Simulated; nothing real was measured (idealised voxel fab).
Title: Process Module voxel air gaps
Section cut is 195 nm wide and gridded with 5 nm square cells.
Cross-sections here: square-cell grids, written as top-down lists of bands, a band being one or more rows of cells. Heads up on the band format: heights come first, top then bottom, in nm. After that it's the materials left to right, each with its width in nm. A single material flagged "throughout" fills the whole band edge to edge, and "empty" means there's empty space there. A quick word on heights: they are counted from 0, and under that level the wafer as it came to us is one material throughout. The lowest band is different from the rest in having no bottom; it simply continues downward, written as in "0..down". Width: "30..40" (first number = top row, second number = bottom row, same change from row to row of cells). Key: "changes: none" - step with no changed cell in the cross-section. Unvented cavities: empty space of 8 cells or more with no open way to the top, each as width x height at its distance from the left edge, in nm. Heads up: the bit after the settings on a step's line is the simulator's remark on that step. If you see "overlay nm" on a step's line and that step has a mask, it's telling you how far right of where it was planned the mask ended up; a negative number means it went left instead.

-- Steps planned for the process
1,RECEIVE, material Si
2,CONFORMAL_DEP, material SiO2, thk nm 15
3,CONFORMAL_DEP, material SiN, thk nm 5
4,DIRECTIONAL_DEP, material SiO2, thk nm 40
5,DIRECTIONAL_DEP, material aC, thk nm 15
6,PATTERN, tone open, mask id LINES, material resist, width nm 15, pitch nm 45, thk nm 35, overlay nm 0
7,DIRECTIONAL_ETCH, etch materials aC, depth nm 15
8,STRIP, etch materials resist
9,DIRECTIONAL_ETCH, etch materials SiO2, depth nm 40
10,STRIP, etch materials aC
11,CONFORMAL_DEP, material TiN, thk nm 5
12,FILL_DEP, material W, thk nm 5
13,CMP, height nm 60
14,EPI, material Ru, thk nm 10
15,SELECTIVE_ETCH, etch materials SiO2, depth nm 50
16,CONFORMAL_DEP, material SiN, thk nm 5

-- On the first of the two wafers: run conducted according to plan

-- Cross-section of the wafer as it came to us, i.e., already through step 1
	0..down  Si throughout
	Unvented cavities: none

-- Cross-sectional representation of the wafer at the conclusion of step 2
	15..0  SiO2 throughout
	Unchanged below 0.

-- Cross-sectional representation of the wafer at the conclusion of step 3
	20..15  SiN throughout
	Unchanged below 15.

-- Cross-sectional representation of the wafer at the conclusion of step 4
	60..20  SiO2 throughout
	Unchanged below 20.

-- Cross-sectional representation of the wafer at the conclusion of step 5
	75..60  aC throughout
	Unchanged below 60.

-- Cross-sectional representation of the wafer at the conclusion of step 6
	110..75  resist 45 | empty 15 | resist 30 | empty 15 | resist 30 | empty 15 | resist 45
	Unchanged below 75.

-- Cross-sectional representation of the wafer at the conclusion of step 7
	95..75  resist 45 | empty 15 | resist 30 | empty 15 | resist 30 | empty 15 | resist 45
	75..60  aC 45 | empty 15 | aC 30 | empty 15 | aC 30 | empty 15 | aC 45
	Unchanged below 60.

-- Cross-sectional representation of the wafer at the conclusion of step 8
	75..60  aC 45 | empty 15 | aC 30 | empty 15 | aC 30 | empty 15 | aC 45
	Unchanged below 60.

-- Cross-sectional representation of the wafer at the conclusion of step 9
	75..60  aC 45 | empty 15 | aC 30 | empty 15 | aC 30 | empty 15 | aC 45
	60..20  SiO2 45 | empty 15 | SiO2 30 | empty 15 | SiO2 30 | empty 15 | SiO2 45
	Unchanged below 20.

-- Cross-sectional representation of the wafer at the conclusion of step 10
	60..20  SiO2 45 | empty 15 | SiO2 30 | empty 15 | SiO2 30 | empty 15 | SiO2 45
	Unchanged below 20.

-- Cross-sectional representation of the wafer at the conclusion of step 11
	65..60  TiN 50 | empty 5 | TiN 40 | empty 5 | TiN 40 | empty 5 | TiN 50
	60..25  SiO2 45 | TiN 5 | empty 5 | TiN 5 | SiO2 30 | TiN 5 | empty 5 | TiN 5 | SiO2 30 | TiN 5 | empty 5 | TiN 5 | SiO2 45
	25..20  SiO2 45 | TiN 15 | SiO2 30 | TiN 15 | SiO2 30 | TiN 15 | SiO2 45
	Unchanged below 20.

-- Cross-sectional representation of the wafer at the conclusion of step 12
	70..65  W throughout
	65..60  TiN 50 | W 5 | TiN 40 | W 5 | TiN 40 | W 5 | TiN 50
	60..25  SiO2 45 | TiN 5 | W 5 | TiN 5 | SiO2 30 | TiN 5 | W 5 | TiN 5 | SiO2 30 | TiN 5 | W 5 | TiN 5 | SiO2 45
	Unchanged below 25.

-- Cross-sectional representation of the wafer at the conclusion of step 13
	60..25  SiO2 45 | TiN 5 | W 5 | TiN 5 | SiO2 30 | TiN 5 | W 5 | TiN 5 | SiO2 30 | TiN 5 | W 5 | TiN 5 | SiO2 45
	Unchanged below 25.

-- Cross-sectional representation of the wafer at the conclusion of step 14
	70..60  empty 35 | Ru 35 | empty 10 | Ru 35 | empty 10 | Ru 35 | empty 35
	Unchanged below 60.

-- Cross-sectional representation of the wafer at the conclusion of step 15
	70..60  empty 35 | Ru 35 | empty 10 | Ru 35 | empty 10 | Ru 35 | empty 35
	60..25  empty 45 | TiN 5 | W 5 | TiN 5 | empty 30 | TiN 5 | W 5 | TiN 5 | empty 30 | TiN 5 | W 5 | TiN 5 | empty 45
	25..20  empty 45 | TiN 15 | empty 30 | TiN 15 | empty 30 | TiN 15 | empty 45
	Unchanged below 20.

-- Cross-sectional representation of the wafer at the conclusion of step 16
	75..70  empty 30 | SiN 135 | empty 30
	70..60  empty 30 | SiN 5 | Ru 35 | SiN 10 | Ru 35 | SiN 10 | Ru 35 | SiN 5 | empty 30
	60..55  empty 30 | SiN 15 | TiN 5 | W 5 | TiN 5 | SiN 30 | TiN 5 | W 5 | TiN 5 | SiN 30 | TiN 5 | W 5 | TiN 5 | SiN 15 | empty 30
	55..25  empty 40 | SiN 5 | TiN 5 | W 5 | TiN 5 | SiN 5 | empty 20 | SiN 5 | TiN 5 | W 5 | TiN 5 | SiN 5 | empty 20 | SiN 5 | TiN 5 | W 5 | TiN 5 | SiN 5 | empty 40
	25..20  SiN 45 | TiN 15 | SiN 30 | TiN 15 | SiN 30 | TiN 15 | SiN 45
	Unchanged below 20.
	Unvented cavities: 20 x 30 at 65; 20 x 30 at 110

-- The Second Wafer: Common Origin and Plan, One Mistake in Execution, Identical to the First Through Step 5

-- Second wafer at the planned finish of step 6, seen in cross-section
	110..75  resist 45 | empty 20 | resist 25 | empty 20 | resist 25 | empty 20 | resist 40
	Unchanged below 75.

-- Second wafer at the planned finish of step 7, seen in cross-section
	95..75  resist 45 | empty 20 | resist 25 | empty 20 | resist 25 | empty 20 | resist 40
	75..60  aC 45 | empty 20 | aC 25 | empty 20 | aC 25 | empty 20 | aC 40
	Unchanged below 60.

-- Second wafer at the planned finish of step 8, seen in cross-section
	75..60  aC 45 | empty 20 | aC 25 | empty 20 | aC 25 | empty 20 | aC 40
	Unchanged below 60.

-- Second wafer at the planned finish of step 9, seen in cross-section
	75..60  aC 45 | empty 20 | aC 25 | empty 20 | aC 25 | empty 20 | aC 40
	60..20  SiO2 45 | empty 20 | SiO2 25 | empty 20 | SiO2 25 | empty 20 | SiO2 40
	Unchanged below 20.

-- Second wafer at the planned finish of step 10, seen in cross-section
	60..20  SiO2 45 | empty 20 | SiO2 25 | empty 20 | SiO2 25 | empty 20 | SiO2 40
	Unchanged below 20.

-- Second wafer at the planned finish of step 11, seen in cross-section
	65..60  TiN 50 | empty 10 | TiN 35 | empty 10 | TiN 35 | empty 10 | TiN 45
	60..25  SiO2 45 | TiN 5 | empty 10 | TiN 5 | SiO2 25 | TiN 5 | empty 10 | TiN 5 | SiO2 25 | TiN 5 | empty 10 | TiN 5 | SiO2 40
	25..20  SiO2 45 | TiN 20 | SiO2 25 | TiN 20 | SiO2 25 | TiN 20 | SiO2 40
	Unchanged below 20.

-- Second wafer at the planned finish of step 12, seen in cross-section
	70..65  W throughout
	65..60  TiN 50 | W 10 | TiN 35 | W 10 | TiN 35 | W 10 | TiN 45
	60..25  SiO2 45 | TiN 5 | W 10 | TiN 5 | SiO2 25 | TiN 5 | W 10 | TiN 5 | SiO2 25 | TiN 5 | W 10 | TiN 5 | SiO2 40
	Unchanged below 25.

-- Second wafer at the planned finish of step 13, seen in cross-section
	60..25  SiO2 45 | TiN 5 | W 10 | TiN 5 | SiO2 25 | TiN 5 | W 10 | TiN 5 | SiO2 25 | TiN 5 | W 10 | TiN 5 | SiO2 40
	Unchanged below 25.

-- Second wafer at the planned finish of step 14, seen in cross-section
	70..60  empty 35 | Ru 40 | empty 5 | Ru 40 | empty 5 | Ru 40 | empty 30
	Unchanged below 60.

-- Second wafer at the planned finish of step 15, seen in cross-section
	70..60  empty 35 | Ru 40 | empty 5 | Ru 40 | empty 5 | Ru 40 | empty 30
	60..25  empty 45 | TiN 5 | W 10 | TiN 5 | empty 25 | TiN 5 | W 10 | TiN 5 | empty 25 | TiN 5 | W 10 | TiN 5 | empty 40
	25..20  empty 45 | TiN 20 | empty 25 | TiN 20 | empty 25 | TiN 20 | empty 40
	Unchanged below 20.

-- Second wafer at the planned finish of step 16, seen in cross-section
	75..70  empty 30 | SiN 140 | empty 25
	70..60  empty 30 | SiN 5 | Ru 40 | SiN 5 | Ru 40 | SiN 5 | Ru 40 | SiN 5 | empty 25
	60..55  empty 30 | SiN 15 | TiN 5 | W 10 | TiN 5 | SiN 25 | TiN 5 | W 10 | TiN 5 | SiN 25 | TiN 5 | W 10 | TiN 5 | SiN 15 | empty 25
	55..25  empty 40 | SiN 5 | TiN 5 | W 10 | TiN 5 | SiN 5 | empty 15 | SiN 5 | TiN 5 | W 10 | TiN 5 | SiN 5 | empty 15 | SiN 5 | TiN 5 | W 10 | TiN 5 | SiN 5 | empty 35
	25..20  SiN 45 | TiN 20 | SiN 25 | TiN 20 | SiN 25 | TiN 20 | SiN 40
	Unchanged below 20.
	Unvented cavities: 15 x 30 at 70; 15 x 30 at 115
Nonconformance to the process plan: step 6 was processed under conditions differing from the plan, specifically as PATTERN, tone open, mask id LINES, material resist, width nm 20, pitch nm 45, thk nm 35, overlay nm 0
Final tally in cells, some materials are higher or lower on the second wafer than on the first: 6 more of Ru, 8 fewer of SiN, 3 more of TiN, 21 more of W
